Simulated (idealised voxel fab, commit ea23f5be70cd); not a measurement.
This section sets out a process module, namely voxel transistor to metal.
This is section cut - it's 170 nm across, gridded in 5 nm square cells.
Reading order for cross-sections: top band down to bottom band. Underlying form: a grid of square cells. Band size: one or more rows of cells. The band entry comprises the height of the band's top followed by the height of its bottom, expressed in nm, and subsequently the band's materials from left to right, each stated together with its width in nm. Where a single material is marked with the word "full width", that material fills the band from edge to edge. The word "empty" represents empty space. Beneath 0, the wafer as received is one material, and that level is where height counting begins. The lowest band goes on downward without a bottom; it is written like "0 -> down". A two-number width, for instance "30->40", indicates that the width is equal to the first number in the top row of the band and to the second number in the bottom row, and that it changes by a constant amount per row of cells. "identical to before" means the step left every cell of the cross-section as it was. "Enclosed internal cavities": empty spaces of 8 cells or more with no open way to the top, each given as width x height at distance, distance from the left edge, all in nm. What comes after the settings on a step's line is commentary from the simulator itself on that step. overlay nm: where the mask lay relative to plan, measured to the right, on steps with a mask; negatives go left.
**The following list gives the planned process steps**
- 1: RECEIVE,material Si
- 2: CONFORMAL_DEP,material SiO2,thk nm 5
- 3: CONFORMAL_DEP,material SiN,thk nm 15
- 4: PATTERN,tone cover,mask id ACTIVE,material resist,width nm 85,thk nm 20,overlay nm 0
- 5: DIRECTIONAL_ETCH,etch materials SiN,depth nm 15
- 6: DIRECTIONAL_ETCH,etch materials SiO2,depth nm 5
- 7: DIRECTIONAL_ETCH,etch materials Si,depth nm 25
- 8: STRIP,etch materials resist
- 9: OXIDIZE,depth nm 5
- 10: FILL_DEP,material SiO2,thk nm 5
- 11: CMP,height nm 20
- 12: SELECTIVE_ETCH,etch materials SiO2,depth nm 5
- 13: STRIP,etch materials SiN
- 14: SELECTIVE_ETCH,etch materials SiO2,depth nm 5
- 15: OXIDIZE,depth nm 5
- 16: DIRECTIONAL_DEP,material polySi,thk nm 25
- 17: DIRECTIONAL_DEP,material SiCN,thk nm 15
- 18: PATTERN,tone cover,mask id GATE,material resist,width nm 15,thk nm 20,overlay nm 0
- 19: DIRECTIONAL_ETCH,etch materials SiCN,depth nm 25
- 20: DIRECTIONAL_ETCH,etch materials polySi,depth nm 35
- 21: STRIP,etch materials resist
- 22: CONFORMAL_DEP,material SiN,thk nm 10
- 23: DIRECTIONAL_ETCH,etch materials SiN,depth nm 10
- 24: DIRECTIONAL_ETCH,etch materials SiO2,depth nm 5
- 25: DIRECTIONAL_ETCH,etch materials Si,depth nm 15
- 26: EPI,material nSi,thk nm 15
- 27: FILL_DEP,material SiO2,thk nm 5
- 28: CMP,height nm 40
- 29: DIRECTIONAL_DEP,material SiO2,thk nm 15
- 30: MASKED_ETCH,tone open,mask id CONTACT,width nm 15,pitch nm 60,etch materials SiO2,depth nm 60,overlay nm 0
- 31: CONFORMAL_DEP,material TiN,thk nm 5
- 32: FILL_DEP,material Ru,thk nm 5
- 33: CMP,height nm 55
- 34: DIRECTIONAL_DEP,material TiN,thk nm 5
- 35: DIRECTIONAL_DEP,material Ru,thk nm 15
- 36: MASKED_ETCH,tone cover,mask id METAL_1,width nm 15,pitch nm 60,etch materials Ru,depth nm 15,overlay nm 0
- 37: MASKED_ETCH,tone cover,mask id METAL_1,width nm 15,pitch nm 60,etch materials TiN,depth nm 5,overlay nm 0
- 38: FILL_DEP,material lowk,thk nm 10
- 39: CMP,height nm 75
- 40: CONFORMAL_DEP,material SiCN,thk nm 5
- 41: DIRECTIONAL_DEP,material SiO2,thk nm 25
- 42: PATTERN,tone open,mask id METAL_2,material resist,width nm 15,pitch nm 60,thk nm 15,overlay nm 0
- 43: DIRECTIONAL_ETCH,etch materials SiO2,depth nm 15
- 44: STRIP,etch materials resist
- 45: DIRECTIONAL_DEP,material aC,thk nm 15
- 46: PATTERN,tone open,mask id METAL_2_HOLES,material resist,width nm 15,pitch nm 60,thk nm 35,overlay nm 0
- 47: DIRECTIONAL_ETCH,etch materials aC,depth nm 15
- 48: STRIP,etch materials resist
- 49: DIRECTIONAL_ETCH,etch materials SiO2,depth nm 10
- 50: DIRECTIONAL_ETCH,etch materials SiCN,depth nm 5
- 51: STRIP,etch materials aC
- 52: CONFORMAL_DEP,material TiN,thk nm 5
- 53: FILL_DEP,material Ru,thk nm 5
- 54: CMP,height nm 105
- 55: CONFORMAL_DEP,material SiCN,thk nm 5
**Cross-section of the wafer as it came to us, i.e., already through step 1**
- 0 -> down | Si full width
- Enclosed internal cavities: none
**Looking at the first of two wafers in cross-section at end of module - ran to plan**
- 110 -> 105 | SiCN full width
- 105 -> 80 | 45 of SiO2, 5 of TiN, 5 of Ru, 5 of TiN, 45 of SiO2, 5 of TiN, 5 of Ru, 5 of TiN, 50 of SiO2
- 80 -> 75 | 45 of SiCN, 15 of TiN, 45 of SiCN, 15 of TiN, 50 of SiCN
- 75 -> 60 | 45 of lowk, 15 of Ru, 45 of lowk, 15 of Ru, 50 of lowk
- 60 -> 55 | 45 of lowk, 15 of TiN, 45 of lowk, 15 of TiN, 50 of lowk
- 55 -> 40 | 45 of SiO2, 5 of TiN, 5 of Ru, 5 of TiN, 45 of SiO2, 5 of TiN, 5 of Ru, 5 of TiN, 50 of SiO2
- 40 -> 25 | 45 of SiO2, 5 of TiN, 5 of Ru, 5 of TiN, 5 of SiO2, 10 of SiN, 15 of SiCN, 10 of SiN, 5 of SiO2, 5 of TiN, 5 of Ru, 5 of TiN, 50 of SiO2
- 25 -> 15 | 45 of SiO2, 5 of TiN, 5 of Ru, 5 of TiN, 5 of SiO2, 10 of SiN, 15 of polySi, 10 of SiN, 5 of SiO2, 5 of TiN, 5 of Ru, 5 of TiN, 50 of SiO2
- 15 -> 10 | 45 of SiO2, 15 of TiN, 5 of SiO2, 10 of SiN, 15 of polySi, 10 of SiN, 5 of SiO2, 15 of TiN, 50 of SiO2
- 10 -> 0 | 35 of SiO2, 10 of SiN, 5 of TiN, 15 of nSi, 10 of SiN, 15 of polySi, 10 of SiN, 15 of nSi, 5 of TiN, 10 of SiN, 40 of SiO2
- 0 -> -5 | 45 of SiO2, 5 of TiN, 15 of nSi, 35 of SiO2, 15 of nSi, 5 of TiN, 50 of SiO2
- -5 -> -20 | 45 of SiO2, 20 of nSi, 35 of Si, 20 of nSi, 50 of SiO2
- -20 -> -30 | 45 of SiO2, 75 of Si, 50 of SiO2
- -30 -> down | Si full width
- Enclosed internal cavities: none
**What the second wafer looks like in cross-section once the module is done. Its start and its plan matched the first wafer's exactly; what differed was one mistake in how it was run**
- 110 -> 105 | SiCN full width
- 105 -> 80 | 50 of SiO2, 5 of Ru, 55 of SiO2, 5 of Ru, 55 of SiO2
- 80 -> 75 | 45 of SiCN, 15 of SiO2, 45 of SiCN, 15 of SiO2, 50 of SiCN
- 75 -> 60 | 45 of lowk, 15 of Ru, 45 of lowk, 15 of Ru, 50 of lowk
- 60 -> 55 | 45 of lowk, 15 of TiN, 45 of lowk, 15 of TiN, 50 of lowk
- 55 -> 40 | 45 of SiO2, 5 of TiN, 5 of Ru, 5 of TiN, 45 of SiO2, 5 of TiN, 5 of Ru, 5 of TiN, 50 of SiO2
- 40 -> 25 | 45 of SiO2, 5 of TiN, 5 of Ru, 5 of TiN, 5 of SiO2, 10 of SiN, 15 of SiCN, 10 of SiN, 5 of SiO2, 5 of TiN, 5 of Ru, 5 of TiN, 50 of SiO2
- 25 -> 15 | 45 of SiO2, 5 of TiN, 5 of Ru, 5 of TiN, 5 of SiO2, 10 of SiN, 15 of polySi, 10 of SiN, 5 of SiO2, 5 of TiN, 5 of Ru, 5 of TiN, 50 of SiO2
- 15 -> 10 | 45 of SiO2, 15 of TiN, 5 of SiO2, 10 of SiN, 15 of polySi, 10 of SiN, 5 of SiO2, 15 of TiN, 50 of SiO2
- 10 -> 0 | 35 of SiO2, 10 of SiN, 5 of TiN, 15 of nSi, 10 of SiN, 15 of polySi, 10 of SiN, 15 of nSi, 5 of TiN, 10 of SiN, 40 of SiO2
- 0 -> -5 | 45 of SiO2, 5 of TiN, 15 of nSi, 35 of SiO2, 15 of nSi, 5 of TiN, 50 of SiO2
- -5 -> -20 | 45 of SiO2, 20 of nSi, 35 of Si, 20 of nSi, 50 of SiO2
- -20 -> -30 | 45 of SiO2, 75 of Si, 50 of SiO2
- -30 -> down | Si full width
- Enclosed internal cavities: none
In executing the process, a mistake was made relative to the plan: so step 52 ended up running with a different setting than we planned, it ran as CONFORMAL_DEP,material SiO2,thk nm 5
Final comparison by cell count, materials where the second wafer has more or fewer than the first: SiO2: 26 more | TiN: 26 fewer
